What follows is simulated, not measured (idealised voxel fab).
This is a process module. Its name is voxel plated lines.
In the cross-section labelled cut, the width is 260 nm and each square cell is 5 nm.
When this document writes out a cross-section, it uses a grid of square cells and lists it as bands, beginning at the top and moving down, with a band standing for one or more rows of cells.
Read a band's entry like this: the first values are the height of its top and the height of its bottom in nm, and what follows is the sequence of materials from left to right, each with its width in nm. Note that "empty" is empty space, and that a single material marked "throughout" reaches across the band from edge to edge.
Beneath 0, the wafer as received is one material, and that level is where height counting begins. The lowest band goes on downward without a bottom; it is written like "z 0 and below".
Per-row width for "30..40": begins at first number (top row of band), ends at second number (bottom row), increment between rows held constant.
What does "nothing was modified" mean for a step? It means no cell of the cross-section changed in that step.
You'll see "Cavities, sealed" listing empty spaces that have no way open to the top, as long as they're 8 cells or more; the notation is width x height at distance, where the distance is from the left edge, and all of it is in nm.
On a step's line, text after the settings is the simulator commenting on that step.
On any step carrying a mask, the "overlay nm" setting, if present on the step's line, tells how far right of its planned place the mask lay; negative values point to the left.

### List of planned process steps
1. RECEIVE with material Si
2. CONFORMAL_DEP with material SiN, thk nm 15
3. DIRECTIONAL_DEP with material TiN, thk nm 5
4. PATTERN with tone open, mask id LINES, material resist, width nm 15, pitch nm 30, thk nm 15, overlay nm 0
5. EPI with material Ru, thk nm 10
6. STRIP with etch materials resist
7. DIRECTIONAL_ETCH with etch materials TiN, depth nm 5
8. CONFORMAL_DEP with material SiCN, thk nm 10

### First wafer out of two, processed as planned

### Cross-section of the wafer at receipt, which is the condition after step 1
- z 0 and below | Si throughout
- Cavities, sealed: none

### So this is the wafer cross-section right after step 2
- z 15 to 0 | SiN throughout
- At heights below 0, the structure remains unaltered.

### So this is the wafer cross-section right after step 3
- z 20 to 15 | TiN throughout
- At heights below 15, the structure remains unaltered.

### So this is the wafer cross-section right after step 4
- z 35 to 20 | 90 of resist, then 15 of empty, then 15 of resist, then 15 of empty, then 15 of resist, then 15 of empty, then 95 of resist
- At heights below 20, the structure remains unaltered.

### So this is the wafer cross-section right after step 5
- z 35 to 30 | 90 of resist, then 15 of empty, then 15 of resist, then 15 of empty, then 15 of resist, then 15 of empty, then 95 of resist
- z 30 to 20 | 90 of resist, then 15 of Ru, then 15 of resist, then 15 of Ru, then 15 of resist, then 15 of Ru, then 95 of resist
- At heights below 20, the structure remains unaltered.

### So this is the wafer cross-section right after step 6
- z 30 to 20 | 90 of empty, then 15 of Ru, then 15 of empty, then 15 of Ru, then 15 of empty, then 15 of Ru, then 95 of empty
- At heights below 20, the structure remains unaltered.

### So this is the wafer cross-section right after step 7
- z 30 to 20 | 90 of empty, then 15 of Ru, then 15 of empty, then 15 of Ru, then 15 of empty, then 15 of Ru, then 95 of empty
- z 20 to 15 | 90 of empty, then 15 of TiN, then 15 of empty, then 15 of TiN, then 15 of empty, then 15 of TiN, then 95 of empty
- At heights below 15, the structure remains unaltered.

### So this is the wafer cross-section right after step 8
- z 40 to 30 | 80 of empty, then 95 of SiCN, then 85 of empty
- z 30 to 25 | 80 of empty, then 10 of SiCN, then 15 of Ru, then 15 of SiCN, then 15 of Ru, then 15 of SiCN, then 15 of Ru, then 10 of SiCN, then 85 of empty
- z 25 to 20 | 90 of SiCN, then 15 of Ru, then 15 of SiCN, then 15 of Ru, then 15 of SiCN, then 15 of Ru, then 95 of SiCN
- z 20 to 15 | 90 of SiCN, then 15 of TiN, then 15 of SiCN, then 15 of TiN, then 15 of SiCN, then 15 of TiN, then 95 of SiCN
- At heights below 15, the structure remains unaltered.

### Regarding the second of the two wafers: it shared the first wafer's starting condition and process plan, yet one error occurred during its execution. Its history coincides with that of the first wafer up to and including step 1

Cross-sectional view of the second wafer at the intended end time of process step 2: nothing was modified

### Cross-sectional view of the second wafer at the intended end time of process step 3
- z 5 to 0 | TiN throughout
- At heights below 0, the structure remains unaltered.

### Cross-sectional view of the second wafer at the intended end time of process step 4
- z 20 to 5 | 90 of resist, then 15 of empty, then 15 of resist, then 15 of empty, then 15 of resist, then 15 of empty, then 95 of resist
- At heights below 5, the structure remains unaltered.

### Cross-sectional view of the second wafer at the intended end time of process step 5
- z 20 to 15 | 90 of resist, then 15 of empty, then 15 of resist, then 15 of empty, then 15 of resist, then 15 of empty, then 95 of resist
- z 15 to 5 | 90 of resist, then 15 of Ru, then 15 of resist, then 15 of Ru, then 15 of resist, then 15 of Ru, then 95 of resist
- At heights below 5, the structure remains unaltered.

### Cross-sectional view of the second wafer at the intended end time of process step 6
- z 15 to 5 | 90 of empty, then 15 of Ru, then 15 of empty, then 15 of Ru, then 15 of empty, then 15 of Ru, then 95 of empty
- At heights below 5, the structure remains unaltered.

### Cross-sectional view of the second wafer at the intended end time of process step 7
- z 15 to 5 | 90 of empty, then 15 of Ru, then 15 of empty, then 15 of Ru, then 15 of empty, then 15 of Ru, then 95 of empty
- z 5 to 0 | 90 of empty, then 15 of TiN, then 15 of empty, then 15 of TiN, then 15 of empty, then 15 of TiN, then 95 of empty
- At heights below 0, the structure remains unaltered.

### Cross-sectional view of the second wafer at the intended end time of process step 8
- z 25 to 15 | 80 of empty, then 95 of SiCN, then 85 of empty
- z 15 to 10 | 80 of empty, then 10 of SiCN, then 15 of Ru, then 15 of SiCN, then 15 of Ru, then 15 of SiCN, then 15 of Ru, then 10 of SiCN, then 85 of empty
- z 10 to 5 | 90 of SiCN, then 15 of Ru, then 15 of SiCN, then 15 of Ru, then 15 of SiCN, then 15 of Ru, then 95 of SiCN
- z 5 to 0 | 90 of SiCN, then 15 of TiN, then 15 of SiCN, then 15 of TiN, then 15 of SiCN, then 15 of TiN, then 95 of SiCN
- At heights below 0, the structure remains unaltered.
It is concluded that the wafer was processed incorrectly with respect to the plan, in that with respect to the plan, step 2 was omitted and not executed
Final cells, second wafer relative to first, materials higher or lower: SiN: 156 fewer
